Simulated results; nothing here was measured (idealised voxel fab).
process module | voxel quadruple lines
cross-section cut | 280 nm wide | cells 5 nm
A cross-section is a grid of square cells, given in bands from the top down. A band is one or more rows of cells.
Each band's line starts with the height of the band's top and of its bottom, in nm. Then come its materials from left to right, each with its width in nm. One material with "throughout" fills the band from edge to edge. "air" is empty space.
Height 0 is the level under which the wafer as received is all one material. The lowest band goes on downwards, as in "0 down".
A width such as "30 to 40" changes by the same amount from each row of cells to the next, from the band's top row to its bottom row.
"no change" after a step means that no cell of the cross-section changed.
closed voids: empty space of 8 cells or more with no open way to the top, each as width x height at its distance from the left edge, in nm
after a step's settings: what the simulator itself notes on the step
overlay nm, on a step with a mask: how far to the right of its planned place the mask lay; to the left if negative
plan
1 op RECEIVE | material Si
2 op CONFORMAL_DEP | material SiO2 | thk nm 10
3 op DIRECTIONAL_DEP | material W | thk nm 10
4 op DIRECTIONAL_DEP | material polySi | thk nm 20
5 op DIRECTIONAL_DEP | material aC | thk nm 20
6 op PATTERN | tone cover | mask id MANDREL | material resist | width nm 20 | pitch nm 60 | thk nm 25 | overlay nm 0
7 op DIRECTIONAL_ETCH | etch materials aC | depth nm 20
8 op STRIP | etch materials resist
9 op CONFORMAL_DEP | material SiO2 | thk nm 10
10 op DIRECTIONAL_ETCH | etch materials SiO2 | depth nm 10
11 op STRIP | etch materials aC
12 op DIRECTIONAL_ETCH | etch materials polySi | depth nm 20
13 op STRIP | etch materials SiO2
14 op CONFORMAL_DEP | material SiCN | thk nm 5
15 op DIRECTIONAL_ETCH | etch materials SiCN | depth nm 5
16 op STRIP | etch materials polySi
17 op DIRECTIONAL_ETCH | etch materials W | depth nm 10
18 op STRIP | etch materials SiCN
first wafer, as planned
as received, after step 1
  0 down: Si throughout
  closed voids: none
after step 2
  10 to 0: SiO2 throughout
  below 0: unchanged
after step 3
  20 to 10: W throughout
  below 10: unchanged
after step 4
  40 to 20: polySi throughout
  below 20: unchanged
after step 5
  60 to 40: aC throughout
  below 40: unchanged
after step 6
  85 to 60: air 100 | resist 20 | air 40 | resist 20 | air 100
  below 60: unchanged
after step 7
  65 to 60: air 100 | resist 20 | air 40 | resist 20 | air 100
  60 to 40: air 100 | aC 20 | air 40 | aC 20 | air 100
  below 40: unchanged
after step 8
  60 to 40: air 100 | aC 20 | air 40 | aC 20 | air 100
  below 40: unchanged
after step 9
  70 to 60: air 90 | SiO2 40 | air 20 | SiO2 40 | air 90
  60 to 50: air 90 | SiO2 10 | aC 20 | SiO2 10 | air 20 | SiO2 10 | aC 20 | SiO2 10 | air 90
  50 to 40: SiO2 100 | aC 20 | SiO2 40 | aC 20 | SiO2 100
  below 40: unchanged
after step 10
  60 to 40: air 90 | SiO2 10 | aC 20 | SiO2 10 | air 20 | SiO2 10 | aC 20 | SiO2 10 | air 90
  below 40: unchanged
after step 11
  60 to 40: air 90 | SiO2 10 | air 20 | SiO2 10 | air 20 | SiO2 10 | air 20 | SiO2 10 | air 90
  below 40: unchanged
after step 12
  60 to 40: air 90 | SiO2 10 | air 20 | SiO2 10 | air 20 | SiO2 10 | air 20 | SiO2 10 | air 90
  40 to 20: air 90 | polySi 10 | air 20 | polySi 10 | air 20 | polySi 10 | air 20 | polySi 10 | air 90
  below 20: unchanged
after step 13
  40 to 20: air 90 | polySi 10 | air 20 | polySi 10 | air 20 | polySi 10 | air 20 | polySi 10 | air 90
  below 20: unchanged
after step 14
  45 to 40: air 85 | SiCN 20 | air 10 | SiCN 20 | air 10 | SiCN 20 | air 10 | SiCN 20 | air 85
  40 to 25: air 85 | SiCN 5 | polySi 10 | SiCN 5 | air 10 | SiCN 5 | polySi 10 | SiCN 5 | air 10 | SiCN 5 | polySi 10 | SiCN 5 | air 10 | SiCN 5 | polySi 10 | SiCN 5 | air 85
  25 to 20: SiCN 90 | polySi 10 | SiCN 20 | polySi 10 | SiCN 20 | polySi 10 | SiCN 20 | polySi 10 | SiCN 90
  below 20: unchanged
after step 15
  40 to 20: air 85 | SiCN 5 | polySi 10 | SiCN 5 | air 10 | SiCN 5 | polySi 10 | SiCN 5 | air 10 | SiCN 5 | polySi 10 | SiCN 5 | air 10 | SiCN 5 | polySi 10 | SiCN 5 | air 85
  below 20: unchanged
after step 16
  40 to 20: air 85 | SiCN 5 | air 10 | SiCN 5 | air 10 | SiCN 5 | air 10 | SiCN 5 | air 10 | SiCN 5 | air 10 | SiCN 5 | air 10 | SiCN 5 | air 10 | SiCN 5 | air 85
  below 20: unchanged
after step 17
  40 to 20: air 85 | SiCN 5 | air 10 | SiCN 5 | air 10 | SiCN 5 | air 10 | SiCN 5 | air 10 | SiCN 5 | air 10 | SiCN 5 | air 10 | SiCN 5 | air 10 | SiCN 5 | air 85
  20 to 10: air 85 | W 5 | air 10 | W 5 | air 10 | W 5 | air 10 | W 5 | air 10 | W 5 | air 10 | W 5 | air 10 | W 5 | air 10 | W 5 | air 85
  below 10: unchanged
after step 18
  20 to 10: air 85 | W 5 | air 10 | W 5 | air 10 | W 5 | air 10 | W 5 | air 10 | W 5 | air 10 | W 5 | air 10 | W 5 | air 10 | W 5 | air 85
  below 10: unchanged
second wafer: like start, like plan, one mistake. Through step 6 it matches the first wafer
when step 7 should have ended
  45 to 40: air 100 | aC 20 | air 40 | aC 20 | air 100
  below 40: unchanged
when step 8 should have ended: no change
when step 9 should have ended
  55 to 50: air 90 | SiO2 40 | air 20 | SiO2 40 | air 90
  50 to 45: SiO2 throughout
  45 to 40: SiO2 100 | aC 20 | SiO2 40 | aC 20 | SiO2 100
  below 40: unchanged
when step 10 should have ended
  45 to 40: air 90 | SiO2 10 | aC 20 | SiO2 10 | air 20 | SiO2 10 | aC 20 | SiO2 10 | air 90
  below 40: unchanged
when step 11 should have ended
  45 to 40: air 90 | SiO2 10 | air 20 | SiO2 10 | air 20 | SiO2 10 | air 20 | SiO2 10 | air 90
  below 40: unchanged
when step 12 should have ended
  45 to 40: air 90 | SiO2 10 | air 20 | SiO2 10 | air 20 | SiO2 10 | air 20 | SiO2 10 | air 90
  40 to 20: air 90 | polySi 10 | air 20 | polySi 10 | air 20 | polySi 10 | air 20 | polySi 10 | air 90
  below 20: unchanged
when step 13 should have ended
  40 to 20: air 90 | polySi 10 | air 20 | polySi 10 | air 20 | polySi 10 | air 20 | polySi 10 | air 90
  below 20: unchanged
when step 14 should have ended
  45 to 40: air 85 | SiCN 20 | air 10 | SiCN 20 | air 10 | SiCN 20 | air 10 | SiCN 20 | air 85
  40 to 25: air 85 | SiCN 5 | polySi 10 | SiCN 5 | air 10 | SiCN 5 | polySi 10 | SiCN 5 | air 10 | SiCN 5 | polySi 10 | SiCN 5 | air 10 | SiCN 5 | polySi 10 | SiCN 5 | air 85
  25 to 20: SiCN 90 | polySi 10 | SiCN 20 | polySi 10 | SiCN 20 | polySi 10 | SiCN 20 | polySi 10 | SiCN 90
  below 20: unchanged
when step 15 should have ended
  40 to 20: air 85 | SiCN 5 | polySi 10 | SiCN 5 | air 10 | SiCN 5 | polySi 10 | SiCN 5 | air 10 | SiCN 5 | polySi 10 | SiCN 5 | air 10 | SiCN 5 | polySi 10 | SiCN 5 | air 85
  below 20: unchanged
when step 16 should have ended
  40 to 20: air 85 | SiCN 5 | air 10 | SiCN 5 | air 10 | SiCN 5 | air 10 | SiCN 5 | air 10 | SiCN 5 | air 10 | SiCN 5 | air 10 | SiCN 5 | air 10 | SiCN 5 | air 85
  below 20: unchanged
when step 17 should have ended
  40 to 20: air 85 | SiCN 5 | air 10 | SiCN 5 | air 10 | SiCN 5 | air 10 | SiCN 5 | air 10 | SiCN 5 | air 10 | SiCN 5 | air 10 | SiCN 5 | air 10 | SiCN 5 | air 85
  20 to 10: air 85 | W 5 | air 10 | W 5 | air 10 | W 5 | air 10 | W 5 | air 10 | W 5 | air 10 | W 5 | air 10 | W 5 | air 10 | W 5 | air 85
  below 10: unchanged
when step 18 should have ended
  20 to 10: air 85 | W 5 | air 10 | W 5 | air 10 | W 5 | air 10 | W 5 | air 10 | W 5 | air 10 | W 5 | air 10 | W 5 | air 10 | W 5 | air 85
  below 10: unchanged
what went wrong: step 7 was run twice
at the end the two cross-sections are the same: no effect in what this model computes
